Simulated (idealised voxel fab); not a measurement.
process module | voxel transistor to metal
cross-section cut | 275 nm wide | cells 5 nm
A cross-section is a grid of square cells, given in bands from the top down. A band is one or more rows of cells.
Each band's line starts with the height of the band's top and of its bottom, in nm. Then come its materials from left to right, each with its width in nm. One material with "throughout" fills the band from edge to edge. "air" is empty space.
Height 0 is the level under which the wafer as received is all one material. The lowest band goes on downwards, as in "0 down".
A width such as "30 to 40" changes by the same amount from each row of cells to the next, from the band's top row to its bottom row.
"no change" after a step means that no cell of the cross-section changed.
closed voids: empty space of 8 cells or more with no open way to the top, each as width x height at its distance from the left edge, in nm
after a step's settings: what the simulator itself notes on the step
overlay nm, on a step with a mask: how far to the right of its planned place the mask lay; to the left if negative
plan
1 op RECEIVE | material Si
2 op CONFORMAL_DEP | material SiO2 | thk nm 5
3 op CONFORMAL_DEP | material SiN | thk nm 15
4 op DIRECTIONAL_DEP | material aC | thk nm 10
5 op PATTERN | tone cover | mask id ACTIVE | material resist | width nm 95 | pitch nm 120 | thk nm 25 | overlay nm 0
6 op DIRECTIONAL_ETCH | etch materials aC | depth nm 10
7 op STRIP | etch materials resist
8 op DIRECTIONAL_ETCH | etch materials SiN | depth nm 15
9 op DIRECTIONAL_ETCH | etch materials SiO2 | depth nm 5
10 op DIRECTIONAL_ETCH | etch materials Si | depth nm 25
11 op STRIP | etch materials aC
12 op OXIDIZE | depth nm 5
13 op FILL_DEP | material SiO2 | thk nm 15
14 op CMP | height nm 20
15 op SELECTIVE_ETCH | etch materials SiO2 | depth nm 10
16 op STRIP | etch materials SiN
17 op SELECTIVE_ETCH | etch materials SiO2 | depth nm 5
18 op OXIDIZE | depth nm 5
19 op DIRECTIONAL_DEP | material polySi | thk nm 30
20 op DIRECTIONAL_DEP | material SiCN | thk nm 15
21 op DIRECTIONAL_DEP | material aC | thk nm 15
22 op PATTERN | tone cover | mask id GATE | material resist | width nm 25 | pitch nm 120 | thk nm 30 | overlay nm 0
23 op DIRECTIONAL_ETCH | etch materials aC | depth nm 15
24 op STRIP | etch materials resist
25 op DIRECTIONAL_ETCH | etch materials SiCN | depth nm 25
26 op DIRECTIONAL_ETCH | etch materials polySi | depth nm 40
27 op STRIP | etch materials aC
28 op CONFORMAL_DEP | material SiO2 | thk nm 5
29 op DIRECTIONAL_ETCH | etch materials SiO2 | depth nm 5
30 op CONFORMAL_DEP | material SiN | thk nm 5
31 op DIRECTIONAL_ETCH | etch materials SiN | depth nm 5
32 op DIRECTIONAL_ETCH | etch materials SiO2 | depth nm 5
33 op EPI | material pSi | thk nm 5
34 op FILL_DEP | material SiO2 | thk nm 5
35 op CMP | height nm 30
36 op STRIP | etch materials polySi
37 op SELECTIVE_ETCH | etch materials SiO2 | depth nm 5
38 op CONFORMAL_DEP | material HfO2 | thk nm 5
39 op CONFORMAL_DEP | material TiN | thk nm 5
40 op FILL_DEP | material W | thk nm 10
41 op CMP | height nm 25
42 op DIRECTIONAL_DEP | material SiO2 | thk nm 15
43 op DIRECTIONAL_DEP | material aC | thk nm 15
44 op PATTERN | tone open | mask id CONTACT | material resist | width nm 15 | thk nm 30 | overlay nm 0
45 op DIRECTIONAL_ETCH | etch materials aC | depth nm 15
46 op STRIP | etch materials resist
47 op DIRECTIONAL_ETCH | etch materials SiO2 | depth nm 40
48 op STRIP | etch materials aC
49 op CONFORMAL_DEP | material TiN | thk nm 5
50 op FILL_DEP | material W | thk nm 5
51 op CMP | height nm 40
52 op CONFORMAL_DEP | material SiN | thk nm 5
53 op DIRECTIONAL_DEP | material SiO2 | thk nm 20
54 op PATTERN | tone open | mask id METAL_1 | material resist | width nm 15 | thk nm 15 | overlay nm 0
55 op DIRECTIONAL_ETCH | etch materials SiO2 | depth nm 20
56 op DIRECTIONAL_ETCH | etch materials SiN | depth nm 5
57 op STRIP | etch materials resist
58 op CONFORMAL_DEP | material TiN | thk nm 5
59 op FILL_DEP | material Cu | thk nm 5
60 op CMP | height nm 65
61 op CONFORMAL_DEP | material SiCN | thk nm 5
62 op DIRECTIONAL_DEP | material lowk | thk nm 30
63 op MASKED_ETCH | tone open | mask id METAL_2 | width nm 15 | pitch nm 120 | etch materials lowk | depth nm 20 | overlay nm 0
64 op PATTERN | tone open | mask id METAL_2_HOLES | material resist | width nm 15 | pitch nm 120 | thk nm 20 | overlay nm 0
65 op DIRECTIONAL_ETCH | etch materials lowk | depth nm 10
66 op DIRECTIONAL_ETCH | etch materials SiCN | depth nm 5
67 op STRIP | etch materials resist
68 op CONFORMAL_DEP | material TiN | thk nm 5
69 op FILL_DEP | material Cu | thk nm 10
70 op CMP | height nm 100
71 op CONFORMAL_DEP | material SiN | thk nm 5
first wafer, as planned
as received, after step 1
  0 down: Si throughout
  closed voids: none
after step 2
  5 to 0: SiO2 throughout
  below 0: unchanged
after step 3
  20 to 5: SiN throughout
  below 5: unchanged
after step 4
  30 to 20: aC throughout
  below 20: unchanged
after step 5
  55 to 30: air 30 | resist 95 | air 25 | resist 95 | air 30
  below 30: unchanged
after step 6
  45 to 30: air 30 | resist 95 | air 25 | resist 95 | air 30
  30 to 20: air 30 | aC 95 | air 25 | aC 95 | air 30
  below 20: unchanged
after step 7
  30 to 20: air 30 | aC 95 | air 25 | aC 95 | air 30
  below 20: unchanged
after step 8
  30 to 20: air 30 | aC 95 | air 25 | aC 95 | air 30
  20 to 5: air 30 | SiN 95 | air 25 | SiN 95 | air 30
  below 5: unchanged
after step 9
  30 to 20: air 30 | aC 95 | air 25 | aC 95 | air 30
  20 to 5: air 30 | SiN 95 | air 25 | SiN 95 | air 30
  5 to 0: air 30 | SiO2 95 | air 25 | SiO2 95 | air 30
  below 0: unchanged
after step 10
  30 to 20: air 30 | aC 95 | air 25 | aC 95 | air 30
  20 to 5: air 30 | SiN 95 | air 25 | SiN 95 | air 30
  5 to 0: air 30 | SiO2 95 | air 25 | SiO2 95 | air 30
  0 to -25: air 30 | Si 95 | air 25 | Si 95 | air 30
  below -25: unchanged
after step 11
  20 to 5: air 30 | SiN 95 | air 25 | SiN 95 | air 30
  below 5: unchanged
after step 12
  20 to 5: air 30 | SiN 95 | air 25 | SiN 95 | air 30
  5 to 0: air 30 | SiO2 95 | air 25 | SiO2 95 | air 30
  0 to -25: air 30 | SiO2 5 | Si 85 | SiO2 5 | air 25 | SiO2 5 | Si 85 | SiO2 5 | air 30
  -25 to -30: SiO2 35 | Si 85 | SiO2 35 | Si 85 | SiO2 35
  below -30: unchanged
after step 13
  35 to 20: SiO2 throughout
  20 to 5: SiO2 30 | SiN 95 | SiO2 25 | SiN 95 | SiO2 30
  5 to 0: SiO2 throughout
  0 to -30: SiO2 35 | Si 85 | SiO2 35 | Si 85 | SiO2 35
  below -30: unchanged
after step 14
  20 to 5: SiO2 30 | SiN 95 | SiO2 25 | SiN 95 | SiO2 30
  below 5: unchanged
after step 15
  20 to 10: air 30 | SiN 95 | air 25 | SiN 95 | air 30
  below 10: unchanged
after step 16
  10 to 5: SiO2 30 | air 95 | SiO2 25 | air 95 | SiO2 30
  below 5: unchanged
after step 17
  5 to 0: SiO2 25 | air 105 | SiO2 15 | air 105 | SiO2 25
  below 0: unchanged
after step 18
  5 to 0: SiO2 25 | air 105 | SiO2 15 | air 105 | SiO2 25
  0 to -5: SiO2 throughout
  below -5: unchanged
after step 19
  35 to 30: polySi 25 | air 105 | polySi 15 | air 105 | polySi 25
  30 to 5: polySi throughout
  5 to 0: SiO2 25 | polySi 105 | SiO2 15 | polySi 105 | SiO2 25
  below 0: unchanged
after step 20
  50 to 45: SiCN 25 | air 105 | SiCN 15 | air 105 | SiCN 25
  45 to 35: SiCN throughout
  35 to 30: polySi 25 | SiCN 105 | polySi 15 | SiCN 105 | polySi 25
  below 30: unchanged
after step 21
  65 to 60: aC 25 | air 105 | aC 15 | air 105 | aC 25
  60 to 50: aC throughout
  50 to 45: SiCN 25 | aC 105 | SiCN 15 | aC 105 | SiCN 25
  below 45: unchanged
after step 22
  95 to 65: air 65 | resist 25 | air 95 | resist 25 | air 65
  65 to 60: aC 25 | air 40 | resist 25 | air 40 | aC 15 | air 40 | resist 25 | air 40 | aC 25
  below 60: unchanged
after step 23
  80 to 60: air 65 | resist 25 | air 95 | resist 25 | air 65
  60 to 50: air 65 | aC 25 | air 95 | aC 25 | air 65
  50 to 45: SiCN 25 | air 40 | aC 25 | air 40 | SiCN 15 | air 40 | aC 25 | air 40 | SiCN 25
  below 45: unchanged
after step 24
  60 to 50: air 65 | aC 25 | air 95 | aC 25 | air 65
  below 50: unchanged
after step 25
  60 to 45: air 65 | aC 25 | air 95 | aC 25 | air 65
  45 to 35: air 65 | SiCN 25 | air 95 | SiCN 25 | air 65
  35 to 30: polySi 25 | air 40 | SiCN 25 | air 40 | polySi 15 | air 40 | SiCN 25 | air 40 | polySi 25
  below 30: unchanged
after step 26
  60 to 45: air 65 | aC 25 | air 95 | aC 25 | air 65
  45 to 30: air 65 | SiCN 25 | air 95 | SiCN 25 | air 65
  30 to 5: air 65 | polySi 25 | air 95 | polySi 25 | air 65
  5 to 0: SiO2 25 | air 40 | polySi 25 | air 40 | SiO2 15 | air 40 | polySi 25 | air 40 | SiO2 25
  below 0: unchanged
after step 27
  45 to 30: air 65 | SiCN 25 | air 95 | SiCN 25 | air 65
  below 30: unchanged
after step 28
  50 to 45: air 60 | SiO2 35 | air 85 | SiO2 35 | air 60
  45 to 30: air 60 | SiO2 5 | SiCN 25 | SiO2 5 | air 85 | SiO2 5 | SiCN 25 | SiO2 5 | air 60
  30 to 10: air 60 | SiO2 5 | polySi 25 | SiO2 5 | air 85 | SiO2 5 | polySi 25 | SiO2 5 | air 60
  10 to 5: SiO2 30 | air 30 | SiO2 5 | polySi 25 | SiO2 5 | air 30 | SiO2 25 | air 30 | SiO2 5 | polySi 25 | SiO2 5 | air 30 | SiO2 30
  5 to 0: SiO2 65 | polySi 25 | SiO2 95 | polySi 25 | SiO2 65
  below 0: unchanged
after step 29
  45 to 30: air 60 | SiO2 5 | SiCN 25 | SiO2 5 | air 85 | SiO2 5 | SiCN 25 | SiO2 5 | air 60
  30 to 5: air 60 | SiO2 5 | polySi 25 | SiO2 5 | air 85 | SiO2 5 | polySi 25 | SiO2 5 | air 60
  5 to 0: SiO2 30 | air 30 | SiO2 5 | polySi 25 | SiO2 5 | air 30 | SiO2 25 | air 30 | SiO2 5 | polySi 25 | SiO2 5 | air 30 | SiO2 30
  below 0: unchanged
after step 30
  50 to 45: air 55 | SiN 45 | air 75 | SiN 45 | air 55
  45 to 30: air 55 | SiN 5 | SiO2 5 | SiCN 25 | SiO2 5 | SiN 5 | air 75 | SiN 5 | SiO2 5 | SiCN 25 | SiO2 5 | SiN 5 | air 55
  30 to 10: air 55 | SiN 5 | SiO2 5 | polySi 25 | SiO2 5 | SiN 5 | air 75 | SiN 5 | SiO2 5 | polySi 25 | SiO2 5 | SiN 5 | air 55
  10 to 5: SiN 35 | air 20 | SiN 5 | SiO2 5 | polySi 25 | SiO2 5 | SiN 5 | air 20 | SiN 35 | air 20 | SiN 5 | SiO2 5 | polySi 25 | SiO2 5 | SiN 5 | air 20 | SiN 35
  5 to 0: SiO2 30 | SiN 30 | SiO2 5 | polySi 25 | SiO2 5 | SiN 30 | SiO2 25 | SiN 30 | SiO2 5 | polySi 25 | SiO2 5 | SiN 30 | SiO2 30
  below 0: unchanged
after step 31
  45 to 30: air 55 | SiN 5 | SiO2 5 | SiCN 25 | SiO2 5 | SiN 5 | air 75 | SiN 5 | SiO2 5 | SiCN 25 | SiO2 5 | SiN 5 | air 55
  30 to 5: air 55 | SiN 5 | SiO2 5 | polySi 25 | SiO2 5 | SiN 5 | air 75 | SiN 5 | SiO2 5 | polySi 25 | SiO2 5 | SiN 5 | air 55
  5 to 0: SiO2 30 | SiN 5 | air 20 | SiN 5 | SiO2 5 | polySi 25 | SiO2 5 | SiN 5 | air 20 | SiN 5 | SiO2 25 | SiN 5 | air 20 | SiN 5 | SiO2 5 | polySi 25 | SiO2 5 | SiN 5 | air 20 | SiN 5 | SiO2 30
  below 0: unchanged
after step 32
  45 to 40: air 55 | SiN 5 | air 5 | SiCN 25 | air 5 | SiN 5 | air 75 | SiN 5 | air 5 | SiCN 25 | air 5 | SiN 5 | air 55
  40 to 30: air 55 | SiN 5 | SiO2 5 | SiCN 25 | SiO2 5 | SiN 5 | air 75 | SiN 5 | SiO2 5 | SiCN 25 | SiO2 5 | SiN 5 | air 55
  30 to 5: air 55 | SiN 5 | SiO2 5 | polySi 25 | SiO2 5 | SiN 5 | air 75 | SiN 5 | SiO2 5 | polySi 25 | SiO2 5 | SiN 5 | air 55
  5 to 0: air 30 | SiN 5 | air 20 | SiN 5 | SiO2 5 | polySi 25 | SiO2 5 | SiN 5 | air 20 | SiN 5 | air 25 | SiN 5 | air 20 | SiN 5 | SiO2 5 | polySi 25 | SiO2 5 | SiN 5 | air 20 | SiN 5 | air 30
  0 to -5: SiO2 35 | air 20 | SiO2 45 | air 20 | SiO2 35 | air 20 | SiO2 45 | air 20 | SiO2 35
  below -5: unchanged
after step 33
  45 to 40: air 55 | SiN 5 | air 5 | SiCN 25 | air 5 | SiN 5 | air 75 | SiN 5 | air 5 | SiCN 25 | air 5 | SiN 5 | air 55
  40 to 30: air 55 | SiN 5 | SiO2 5 | SiCN 25 | SiO2 5 | SiN 5 | air 75 | SiN 5 | SiO2 5 | SiCN 25 | SiO2 5 | SiN 5 | air 55
  30 to 5: air 55 | SiN 5 | SiO2 5 | polySi 25 | SiO2 5 | SiN 5 | air 75 | SiN 5 | SiO2 5 | polySi 25 | SiO2 5 | SiN 5 | air 55
  5 to 0: air 30 | SiN 5 | air 20 | SiN 5 | SiO2 5 | polySi 25 | SiO2 5 | SiN 5 | air 20 | SiN 5 | air 25 | SiN 5 | air 20 | SiN 5 | SiO2 5 | polySi 25 | SiO2 5 | SiN 5 | air 20 | SiN 5 | air 30
  0 to -5: SiO2 35 | pSi 20 | SiO2 45 | pSi 20 | SiO2 35 | pSi 20 | SiO2 45 | pSi 20 | SiO2 35
  below -5: unchanged
after step 34
  50 to 45: SiO2 throughout
  45 to 30: SiO2 55 | SiN 5 | SiO2 5 | SiCN 25 | SiO2 5 | SiN 5 | SiO2 75 | SiN 5 | SiO2 5 | SiCN 25 | SiO2 5 | SiN 5 | SiO2 55
  30 to 5: SiO2 55 | SiN 5 | SiO2 5 | polySi 25 | SiO2 5 | SiN 5 | SiO2 75 | SiN 5 | SiO2 5 | polySi 25 | SiO2 5 | SiN 5 | SiO2 55
  5 to 0: SiO2 30 | SiN 5 | SiO2 20 | SiN 5 | SiO2 5 | polySi 25 | SiO2 5 | SiN 5 | SiO2 20 | SiN 5 | SiO2 25 | SiN 5 | SiO2 20 | SiN 5 | SiO2 5 | polySi 25 | SiO2 5 | SiN 5 | SiO2 20 | SiN 5 | SiO2 30
  below 0: unchanged
after step 35
  30 to 5: SiO2 55 | SiN 5 | SiO2 5 | polySi 25 | SiO2 5 | SiN 5 | SiO2 75 | SiN 5 | SiO2 5 | polySi 25 | SiO2 5 | SiN 5 | SiO2 55
  below 5: unchanged
after step 36
  30 to 5: SiO2 55 | SiN 5 | SiO2 5 | air 25 | SiO2 5 | SiN 5 | SiO2 75 | SiN 5 | SiO2 5 | air 25 | SiO2 5 | SiN 5 | SiO2 55
  5 to 0: SiO2 30 | SiN 5 | SiO2 20 | SiN 5 | SiO2 5 | air 25 | SiO2 5 | SiN 5 | SiO2 20 | SiN 5 | SiO2 25 | SiN 5 | SiO2 20 | SiN 5 | SiO2 5 | air 25 | SiO2 5 | SiN 5 | SiO2 20 | SiN 5 | SiO2 30
  below 0: unchanged
after step 37
  30 to 25: air 55 | SiN 5 | air 35 | SiN 5 | air 75 | SiN 5 | air 35 | SiN 5 | air 55
  25 to 5: SiO2 55 | SiN 5 | air 35 | SiN 5 | SiO2 75 | SiN 5 | air 35 | SiN 5 | SiO2 55
  5 to 0: SiO2 30 | SiN 5 | SiO2 20 | SiN 5 | air 35 | SiN 5 | SiO2 20 | SiN 5 | SiO2 25 | SiN 5 | SiO2 20 | SiN 5 | air 35 | SiN 5 | SiO2 20 | SiN 5 | SiO2 30
  0 to -5: SiO2 35 | pSi 20 | SiO2 5 | air 35 | SiO2 5 | pSi 20 | SiO2 35 | pSi 20 | SiO2 5 | air 35 | SiO2 5 | pSi 20 | SiO2 35
  below -5: unchanged
after step 38
  35 to 30: air 50 | HfO2 15 | air 25 | HfO2 15 | air 65 | HfO2 15 | air 25 | HfO2 15 | air 50
  30 to 25: HfO2 55 | SiN 5 | HfO2 5 | air 25 | HfO2 5 | SiN 5 | HfO2 75 | SiN 5 | HfO2 5 | air 25 | HfO2 5 | SiN 5 | HfO2 55
  25 to 5: SiO2 55 | SiN 5 | HfO2 5 | air 25 | HfO2 5 | SiN 5 | SiO2 75 | SiN 5 | HfO2 5 | air 25 | HfO2 5 | SiN 5 | SiO2 55
  5 to 0: SiO2 30 | SiN 5 | SiO2 20 | SiN 5 | HfO2 5 | air 25 | HfO2 5 | SiN 5 | SiO2 20 | SiN 5 | SiO2 25 | SiN 5 | SiO2 20 | SiN 5 | HfO2 5 | air 25 | HfO2 5 | SiN 5 | SiO2 20 | SiN 5 | SiO2 30
  0 to -5: SiO2 35 | pSi 20 | SiO2 5 | HfO2 35 | SiO2 5 | pSi 20 | SiO2 35 | pSi 20 | SiO2 5 | HfO2 35 | SiO2 5 | pSi 20 | SiO2 35
  below -5: unchanged
after step 39
  40 to 35: air 45 | TiN 25 | air 15 | TiN 25 | air 55 | TiN 25 | air 15 | TiN 25 | air 45
  35 to 30: TiN 50 | HfO2 15 | TiN 5 | air 15 | TiN 5 | HfO2 15 | TiN 65 | HfO2 15 | TiN 5 | air 15 | TiN 5 | HfO2 15 | TiN 50
  30 to 25: HfO2 55 | SiN 5 | HfO2 5 | TiN 5 | air 15 | TiN 5 | HfO2 5 | SiN 5 | HfO2 75 | SiN 5 | HfO2 5 | TiN 5 | air 15 | TiN 5 | HfO2 5 | SiN 5 | HfO2 55
  25 to 5: SiO2 55 | SiN 5 | HfO2 5 | TiN 5 | air 15 | TiN 5 | HfO2 5 | SiN 5 | SiO2 75 | SiN 5 | HfO2 5 | TiN 5 | air 15 | TiN 5 | HfO2 5 | SiN 5 | SiO2 55
  5 to 0: SiO2 30 | SiN 5 | SiO2 20 | SiN 5 | HfO2 5 | TiN 25 | HfO2 5 | SiN 5 | SiO2 20 | SiN 5 | SiO2 25 | SiN 5 | SiO2 20 | SiN 5 | HfO2 5 | TiN 25 | HfO2 5 | SiN 5 | SiO2 20 | SiN 5 | SiO2 30
  below 0: unchanged
after step 40
  50 to 40: W throughout
  40 to 35: W 45 | TiN 25 | W 15 | TiN 25 | W 55 | TiN 25 | W 15 | TiN 25 | W 45
  35 to 30: TiN 50 | HfO2 15 | TiN 5 | W 15 | TiN 5 | HfO2 15 | TiN 65 | HfO2 15 | TiN 5 | W 15 | TiN 5 | HfO2 15 | TiN 50
  30 to 25: HfO2 55 | SiN 5 | HfO2 5 | TiN 5 | W 15 | TiN 5 | HfO2 5 | SiN 5 | HfO2 75 | SiN 5 | HfO2 5 | TiN 5 | W 15 | TiN 5 | HfO2 5 | SiN 5 | HfO2 55
  25 to 5: SiO2 55 | SiN 5 | HfO2 5 | TiN 5 | W 15 | TiN 5 | HfO2 5 | SiN 5 | SiO2 75 | SiN 5 | HfO2 5 | TiN 5 | W 15 | TiN 5 | HfO2 5 | SiN 5 | SiO2 55
  below 5: unchanged
after step 41
  25 to 5: SiO2 55 | SiN 5 | HfO2 5 | TiN 5 | W 15 | TiN 5 | HfO2 5 | SiN 5 | SiO2 75 | SiN 5 | HfO2 5 | TiN 5 | W 15 | TiN 5 | HfO2 5 | SiN 5 | SiO2 55
  below 5: unchanged
after step 42
  40 to 25: SiO2 throughout
  below 25: unchanged
after step 43
  55 to 40: aC throughout
  below 40: unchanged
after step 44
  85 to 55: resist 35 | air 15 | resist 55 | air 15 | resist 35 | air 15 | resist 55 | air 15 | resist 35
  below 55: unchanged
after step 45
  70 to 55: resist 35 | air 15 | resist 55 | air 15 | resist 35 | air 15 | resist 55 | air 15 | resist 35
  55 to 40: aC 35 | air 15 | aC 55 | air 15 | aC 35 | air 15 | aC 55 | air 15 | aC 35
  below 40: unchanged
after step 46
  55 to 40: aC 35 | air 15 | aC 55 | air 15 | aC 35 | air 15 | aC 55 | air 15 | aC 35
  below 40: unchanged
after step 47
  55 to 40: aC 35 | air 15 | aC 55 | air 15 | aC 35 | air 15 | aC 55 | air 15 | aC 35
  40 to 25: SiO2 35 | air 15 | SiO2 55 | air 15 | SiO2 35 | air 15 | SiO2 55 | air 15 | SiO2 35
  25 to 5: SiO2 35 | air 15 | SiO2 5 | SiN 5 | HfO2 5 | TiN 5 | W 15 | TiN 5 | HfO2 5 | SiN 5 | SiO2 5 | air 15 | SiO2 35 | air 15 | SiO2 5 | SiN 5 | HfO2 5 | TiN 5 | W 15 | TiN 5 | HfO2 5 | SiN 5 | SiO2 5 | air 15 | SiO2 35
  5 to 0: SiO2 30 | SiN 5 | air 15 | SiO2 5 | SiN 5 | HfO2 5 | TiN 25 | HfO2 5 | SiN 5 | SiO2 5 | air 15 | SiN 5 | SiO2 25 | SiN 5 | air 15 | SiO2 5 | SiN 5 | HfO2 5 | TiN 25 | HfO2 5 | SiN 5 | SiO2 5 | air 15 | SiN 5 | SiO2 30
  below 0: unchanged
after step 48
  40 to 25: SiO2 35 | air 15 | SiO2 55 | air 15 | SiO2 35 | air 15 | SiO2 55 | air 15 | SiO2 35
  below 25: unchanged
after step 49
  45 to 40: TiN 40 | air 5 | TiN 65 | air 5 | TiN 45 | air 5 | TiN 65 | air 5 | TiN 40
  40 to 25: SiO2 35 | TiN 5 | air 5 | TiN 5 | SiO2 55 | TiN 5 | air 5 | TiN 5 | SiO2 35 | TiN 5 | air 5 | TiN 5 | SiO2 55 | TiN 5 | air 5 | TiN 5 | SiO2 35
  25 to 5: SiO2 35 | TiN 5 | air 5 | TiN 5 | SiO2 5 | SiN 5 | HfO2 5 | TiN 5 | W 15 | TiN 5 | HfO2 5 | SiN 5 | SiO2 5 | TiN 5 | air 5 | TiN 5 | SiO2 35 | TiN 5 | air 5 | TiN 5 | SiO2 5 | SiN 5 | HfO2 5 | TiN 5 | W 15 | TiN 5 | HfO2 5 | SiN 5 | SiO2 5 | TiN 5 | air 5 | TiN 5 | SiO2 35
  5 to 0: SiO2 30 | SiN 5 | TiN 15 | SiO2 5 | SiN 5 | HfO2 5 | TiN 25 | HfO2 5 | SiN 5 | SiO2 5 | TiN 15 | SiN 5 | SiO2 25 | SiN 5 | TiN 15 | SiO2 5 | SiN 5 | HfO2 5 | TiN 25 | HfO2 5 | SiN 5 | SiO2 5 | TiN 15 | SiN 5 | SiO2 30
  below 0: unchanged
after step 50
  50 to 45: W throughout
  45 to 40: TiN 40 | W 5 | TiN 65 | W 5 | TiN 45 | W 5 | TiN 65 | W 5 | TiN 40
  40 to 25: SiO2 35 | TiN 5 | W 5 | TiN 5 | SiO2 55 | TiN 5 | W 5 | TiN 5 | SiO2 35 | TiN 5 | W 5 | TiN 5 | SiO2 55 | TiN 5 | W 5 | TiN 5 | SiO2 35
  25 to 5: SiO2 35 | TiN 5 | W 5 | TiN 5 | SiO2 5 | SiN 5 | HfO2 5 | TiN 5 | W 15 | TiN 5 | HfO2 5 | SiN 5 | SiO2 5 | TiN 5 | W 5 | TiN 5 | SiO2 35 | TiN 5 | W 5 | TiN 5 | SiO2 5 | SiN 5 | HfO2 5 | TiN 5 | W 15 | TiN 5 | HfO2 5 | SiN 5 | SiO2 5 | TiN 5 | W 5 | TiN 5 | SiO2 35
  below 5: unchanged
after step 51
  40 to 25: SiO2 35 | TiN 5 | W 5 | TiN 5 | SiO2 55 | TiN 5 | W 5 | TiN 5 | SiO2 35 | TiN 5 | W 5 | TiN 5 | SiO2 55 | TiN 5 | W 5 | TiN 5 | SiO2 35
  below 25: unchanged
after step 52
  45 to 40: SiN throughout
  below 40: unchanged
after step 53
  65 to 45: SiO2 throughout
  below 45: unchanged
after step 54
  80 to 65: resist 35 | air 15 | resist 55 | air 15 | resist 35 | air 15 | resist 55 | air 15 | resist 35
  below 65: unchanged
after step 55
  80 to 65: resist 35 | air 15 | resist 55 | air 15 | resist 35 | air 15 | resist 55 | air 15 | resist 35
  65 to 45: SiO2 35 | air 15 | SiO2 55 | air 15 | SiO2 35 | air 15 | SiO2 55 | air 15 | SiO2 35
  below 45: unchanged
after step 56
  80 to 65: resist 35 | air 15 | resist 55 | air 15 | resist 35 | air 15 | resist 55 | air 15 | resist 35
  65 to 45: SiO2 35 | air 15 | SiO2 55 | air 15 | SiO2 35 | air 15 | SiO2 55 | air 15 | SiO2 35
  45 to 40: SiN 35 | air 15 | SiN 55 | air 15 | SiN 35 | air 15 | SiN 55 | air 15 | SiN 35
  below 40: unchanged
after step 57
  65 to 45: SiO2 35 | air 15 | SiO2 55 | air 15 | SiO2 35 | air 15 | SiO2 55 | air 15 | SiO2 35
  below 45: unchanged
after step 58
  70 to 65: TiN 40 | air 5 | TiN 65 | air 5 | TiN 45 | air 5 | TiN 65 | air 5 | TiN 40
  65 to 45: SiO2 35 | TiN 5 | air 5 | TiN 5 | SiO2 55 | TiN 5 | air 5 | TiN 5 | SiO2 35 | TiN 5 | air 5 | TiN 5 | SiO2 55 | TiN 5 | air 5 | TiN 5 | SiO2 35
  45 to 40: SiN 35 | TiN 15 | SiN 55 | TiN 15 | SiN 35 | TiN 15 | SiN 55 | TiN 15 | SiN 35
  below 40: unchanged
after step 59
  75 to 70: Cu throughout
  70 to 65: TiN 40 | Cu 5 | TiN 65 | Cu 5 | TiN 45 | Cu 5 | TiN 65 | Cu 5 | TiN 40
  65 to 45: SiO2 35 | TiN 5 | Cu 5 | TiN 5 | SiO2 55 | TiN 5 | Cu 5 | TiN 5 | SiO2 35 | TiN 5 | Cu 5 | TiN 5 | SiO2 55 | TiN 5 | Cu 5 | TiN 5 | SiO2 35
  below 45: unchanged
after step 60
  65 to 45: SiO2 35 | TiN 5 | Cu 5 | TiN 5 | SiO2 55 | TiN 5 | Cu 5 | TiN 5 | SiO2 35 | TiN 5 | Cu 5 | TiN 5 | SiO2 55 | TiN 5 | Cu 5 | TiN 5 | SiO2 35
  below 45: unchanged
after step 61
  70 to 65: SiCN throughout
  below 65: unchanged
after step 62
  100 to 70: lowk throughout
  below 70: unchanged
after step 63
  100 to 80: lowk 35 | air 15 | lowk 105 | air 15 | lowk 105
  below 80: unchanged
after step 64
  120 to 100: resist 35 | air 15 | resist 105 | air 15 | resist 105
  below 100: unchanged
after step 65
  120 to 100: resist 35 | air 15 | resist 105 | air 15 | resist 105
  100 to 70: lowk 35 | air 15 | lowk 105 | air 15 | lowk 105
  below 70: unchanged
after step 66
  120 to 100: resist 35 | air 15 | resist 105 | air 15 | resist 105
  100 to 70: lowk 35 | air 15 | lowk 105 | air 15 | lowk 105
  70 to 65: SiCN 35 | air 15 | SiCN 105 | air 15 | SiCN 105
  below 65: unchanged
after step 67
  100 to 70: lowk 35 | air 15 | lowk 105 | air 15 | lowk 105
  below 70: unchanged
after step 68
  105 to 100: TiN 40 | air 5 | TiN 115 | air 5 | TiN 110
  100 to 70: lowk 35 | TiN 5 | air 5 | TiN 5 | lowk 105 | TiN 5 | air 5 | TiN 5 | lowk 105
  70 to 65: SiCN 35 | TiN 15 | SiCN 105 | TiN 15 | SiCN 105
  below 65: unchanged
after step 69
  115 to 105: Cu throughout
  105 to 100: TiN 40 | Cu 5 | TiN 115 | Cu 5 | TiN 110
  100 to 70: lowk 35 | TiN 5 | Cu 5 | TiN 5 | lowk 105 | TiN 5 | Cu 5 | TiN 5 | lowk 105
  below 70: unchanged
after step 70
  100 to 70: lowk 35 | TiN 5 | Cu 5 | TiN 5 | lowk 105 | TiN 5 | Cu 5 | TiN 5 | lowk 105
  below 70: unchanged
after step 71
  105 to 100: SiN throughout
  below 100: unchanged
second wafer: like start, like plan, one mistake. Through step 63 it matches the first wafer
when step 64 should have ended
  120 to 100: resist 35 | air 20 | resist 100 | air 20 | resist 100
  below 100: unchanged
when step 65 should have ended
  120 to 100: resist 35 | air 20 | resist 100 | air 20 | resist 100
  100 to 90: lowk 35 | air 20 | lowk 100 | air 20 | lowk 100
  90 to 70: lowk 35 | air 15 | lowk 105 | air 15 | lowk 105
  below 70: unchanged
when step 66 should have ended
  120 to 100: resist 35 | air 20 | resist 100 | air 20 | resist 100
  100 to 90: lowk 35 | air 20 | lowk 100 | air 20 | lowk 100
  90 to 70: lowk 35 | air 15 | lowk 105 | air 15 | lowk 105
  70 to 65: SiCN 35 | air 15 | SiCN 105 | air 15 | SiCN 105
  below 65: unchanged
when step 67 should have ended
  100 to 90: lowk 35 | air 20 | lowk 100 | air 20 | lowk 100
  below 90: unchanged
when step 68 should have ended
  105 to 100: TiN 40 | air 10 | TiN 110 | air 10 | TiN 105
  100 to 90: lowk 35 | TiN 5 | air 10 to 5 | TiN 5 to 10 | lowk 100 | TiN 5 | air 10 to 5 | TiN 5 to 10 | lowk 100
  90 to 70: lowk 35 | TiN 5 | air 5 | TiN 5 | lowk 105 | TiN 5 | air 5 | TiN 5 | lowk 105
  70 to 65: SiCN 35 | TiN 15 | SiCN 105 | TiN 15 | SiCN 105
  below 65: unchanged
when step 69 should have ended
  115 to 105: Cu throughout
  105 to 100: TiN 40 | Cu 10 | TiN 110 | Cu 10 | TiN 105
  100 to 90: lowk 35 | TiN 5 | Cu 10 to 5 | TiN 5 to 10 | lowk 100 | TiN 5 | Cu 10 to 5 | TiN 5 to 10 | lowk 100
  90 to 70: lowk 35 | TiN 5 | Cu 5 | TiN 5 | lowk 105 | TiN 5 | Cu 5 | TiN 5 | lowk 105
  below 70: unchanged
when step 70 should have ended
  100 to 90: lowk 35 | TiN 5 | Cu 10 to 5 | TiN 5 to 10 | lowk 100 | TiN 5 | Cu 10 to 5 | TiN 5 to 10 | lowk 100
  below 90: unchanged
when step 71 should have ended
  105 to 100: SiN throughout
  below 100: unchanged
what went wrong: step 64 ran as: op PATTERN | tone open | mask id METAL_2_HOLES | material resist | width nm 20 | pitch nm 120 | thk nm 20 | overlay nm 0
at the end the second wafer has, in cells: 2 more of Cu | 2 more of TiN | 4 fewer of lowk
